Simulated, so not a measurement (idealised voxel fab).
Herein follows the process module entitled voxel self aligned vias.
Square cells of 5 nm make up the cross-section cut, whose width is 145 nm.
When this document writes out a cross-section, it uses a grid of square cells and lists it as bands, beginning at the top and moving down, with a band standing for one or more rows of cells.
Top, bottom (nm), then materials left to right with widths (nm); lone material tagged "edge to edge" fills the whole band edge to edge; "blank" = empty space.
Heights from 0 (as-received wafer is one material below). Bottom band endless downward, as "0 and below".
So if you see something like "30->40" for the width, read it as the top row of the band sitting at the first number and the bottom row at the second, with every row in between moving by the same amount as the last.
"nothing got changed" (step): cross-section cells unchanged, all of them.
So "Entrapped void list" is basically the list of trapped voids: any empty space of 8 cells or more that can't reach the top through an opening. They're written width x height at distance, the distance being from the left edge, and it's all nm.
after a step's settings: what the simulator itself notes on the step
overlay nm: how far to the right of its planned place the mask lay on this masked step (negative: to the left).

[Intended process steps]
1: RECEIVE: material Si
2: CONFORMAL_DEP: material SiO2, thk nm 10
3: CONFORMAL_DEP: material SiCN, thk nm 5
4: DIRECTIONAL_DEP: material SiO2, thk nm 30
5: DIRECTIONAL_DEP: material aC, thk nm 10
6: PATTERN: tone open, mask id LINES, material resist, width nm 30, pitch nm 65, thk nm 25, overlay nm 0
7: DIRECTIONAL_ETCH: etch materials aC, depth nm 10
8: STRIP: etch materials resist
9: DIRECTIONAL_ETCH: etch materials SiO2, depth nm 30
10: STRIP: etch materials aC
11: CONFORMAL_DEP: material TiN, thk nm 5
12: FILL_DEP: material W, thk nm 5
13: CMP: height nm 45
14: SELECTIVE_ETCH: etch materials W Ru TiN, depth nm 10
15: FILL_DEP: material SiN, thk nm 10
16: CMP: height nm 45
17: DIRECTIONAL_DEP: material SiO2, thk nm 20
18: MASKED_ETCH: tone open, mask id VIAS, width nm 50, etch materials SiO2, depth nm 20, overlay nm 0
19: MASKED_ETCH: tone open, mask id VIAS, width nm 50, etch materials SiN, depth nm 10, overlay nm 0
20: CONFORMAL_DEP: material TiN, thk nm 5
21: FILL_DEP: material Cu, thk nm 10
22: CMP: height nm 65
23: CONFORMAL_DEP: material SiCN, thk nm 5

[Cross-section of the wafer at receipt, which is the condition after step 1]
> 0 and below | Si edge to edge
> Entrapped void list: none

[Result of the module, cross-sectioned: start per above, plan per above, one error in how it was run]
> 70 down to 65 | SiCN edge to edge
> 65 down to 50 | SiO2: 15; TiN: 5; Cu: 40; TiN: 5; SiO2: 80
> 50 down to 45 | SiO2: 15; TiN: 50; SiO2: 80
> 45 down to 35 | SiN: 15; TiN: 10; SiO2: 30; TiN: 10; SiN: 25; SiO2: 30; SiN: 25
> 35 down to 20 | W: 20; TiN: 5; SiO2: 30; TiN: 5; W: 25; TiN: 5; SiO2: 30; TiN: 5; W: 20
> 20 down to 15 | TiN: 25; SiO2: 30; TiN: 35; SiO2: 30; TiN: 25
> 15 down to 10 | SiCN edge to edge
> 10 down to 0 | SiO2 edge to edge
> 0 and below | Si edge to edge
> Entrapped void list: none
Processing error: contrary to plan, step 6 was performed as PATTERN: tone cover, mask id LINES, material resist, width nm 30, pitch nm 65, thk nm 25, overlay nm 0
